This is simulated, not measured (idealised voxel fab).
process module | voxel double patterning
cross-section cut | 225 nm wide | cells 5 nm
A cross-section is a grid of square cells, given in bands from the top down. A band is one or more rows of cells.
Each band's line starts with the height of the band's top and of its bottom, in nm. Then come its materials from left to right, each with its width in nm. One material with "throughout" fills the band from edge to edge. "air" is empty space.
Height 0 is the level under which the wafer as received is all one material. The lowest band goes on downwards, as in "0 down".
A width such as "30 to 40" changes by the same amount from each row of cells to the next, from the band's top row to its bottom row.
"no change" after a step means that no cell of the cross-section changed.
closed voids: empty space of 8 cells or more with no open way to the top, each as width x height at its distance from the left edge, in nm
after a step's settings: what the simulator itself notes on the step
overlay nm, on a step with a mask: how far to the right of its planned place the mask lay; to the left if negative
plan
1 op RECEIVE | material Si
2 op CONFORMAL_DEP | material SiN | thk nm 5
3 op DIRECTIONAL_DEP | material SiO2 | thk nm 15
4 op DIRECTIONAL_DEP | material SiCN | thk nm 10
5 op PATTERN | tone open | mask id FIRST | material resist | width nm 15 | pitch nm 50 | thk nm 15 | overlay nm 0
6 op DIRECTIONAL_ETCH | etch materials SiCN | depth nm 10
7 op STRIP | etch materials resist
8 op MASKED_ETCH | tone open | mask id SECOND | width nm 15 | pitch nm 50 | etch materials SiCN | depth nm 10 | overlay nm 0
9 op DIRECTIONAL_ETCH | etch materials SiO2 | depth nm 15
10 op STRIP | etch materials SiCN
as received, after step 1
  0 down: Si throughout
  closed voids: none
a wafer at the end: this start, this plan, one mistake
  20 to 10: SiO2 55 | air 15 | SiO2 10 | air 15 | SiO2 10 | air 15 | SiO2 10 | air 15 | SiO2 10 | air 15 | SiO2 55
  10 to 5: SiO2 throughout
  5 to 0: SiN throughout
  0 down: Si throughout
  closed voids: none
what went wrong: step 9 ran as: op DIRECTIONAL_ETCH | etch materials SiO2 | depth nm 10
